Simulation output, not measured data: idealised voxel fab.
You're looking at the process module voxel self aligned contacts.
This is section cut - it's 300 nm across, gridded in 5 nm square cells.
We lay out every cross-section as a grid of square cells and spell it out in bands from the top down, where one band means one or more rows of cells.
Per band: top height and bottom height in nm, followed by the left-to-right materials and their widths in nm; "everywhere" marks a single material spanning edge to edge, "blank" marks empty space.
Height 0 is the level under which the wafer as received is all one material. The lowest band goes on downwards, as in "0 and below".
A width such as "30->40" changes by the same amount from each row of cells to the next, from the band's top row to its bottom row.
The designation "nothing changed", where it is given for a processing step, indicates that no cell of the cross-section was altered in the course of that step.
Look at "Closed void inventory" for the closed voids: empty spaces with no open path to the top, sized 8 cells or up. Each is width x height at distance, distance from the left edge, all nm.
On each step's line, the part that comes after the settings is the simulator's own comment on the step.
overlay nm: mask offset rightward from planned place, masked step; negative means leftward offset.

### The process steps that were planned are listed below
1) op RECEIVE | material Si
2) op CONFORMAL_DEP | material SiO2 | thk nm 5
3) op DIRECTIONAL_DEP | material polySi | thk nm 20
4) op DIRECTIONAL_DEP | material SiN | thk nm 20
5) op MASKED_ETCH | tone cover | mask id GATE | width nm 35 | pitch nm 60 | etch materials SiN | depth nm 20 | overlay nm 0
6) op MASKED_ETCH | tone cover | mask id GATE | width nm 35 | pitch nm 60 | etch materials polySi | depth nm 20 | overlay nm 0
7) op CONFORMAL_DEP | material SiN | thk nm 5
8) op DIRECTIONAL_ETCH | etch materials SiN | depth nm 5
9) op FILL_DEP | material SiO2 | thk nm 15
10) op CMP | height nm 50
11) op PATTERN | tone open | mask id CONTACT | material resist | width nm 45 | thk nm 15 | overlay nm 0
12) op DIRECTIONAL_ETCH | etch materials SiO2 | depth nm 50
13) op STRIP | etch materials resist
14) op CONFORMAL_DEP | material TiN | thk nm 5
15) op FILL_DEP | material W | thk nm 10
16) op CMP | height nm 50
17) op CONFORMAL_DEP | material SiN | thk nm 5

### Wafer as received: cross-section following step 1
- 0 and below  Si everywhere
- Closed void inventory: none

### The module was run from the start shown above using the plan shown above, but one mistake was made doing it; the resulting wafer cross-section is below
- 70 down to 65  SiN everywhere
- 65 down to 55  W everywhere
- 55 down to 50  TiN: 130; W: 35; TiN: 135
- 50 down to 45  SiO2: 125; TiN: 20; W: 5; TiN: 20; SiO2: 130
- 45 down to 25  SiO2: 95; SiN: 45; TiN: 5; W: 5; TiN: 5; SiN: 45; SiO2: 100
- 25 down to 5  SiO2: 95; SiN: 5; polySi: 35; SiN: 5; TiN: 5; W: 5; TiN: 5; SiN: 5; polySi: 35; SiN: 5; SiO2: 100
- 5 down to 0  SiO2: 140; TiN: 15; SiO2: 145
- 0 and below  Si everywhere
- Closed void inventory: none
Nonconformance to the process plan: step 16 was dropped from the plan's execution and never run
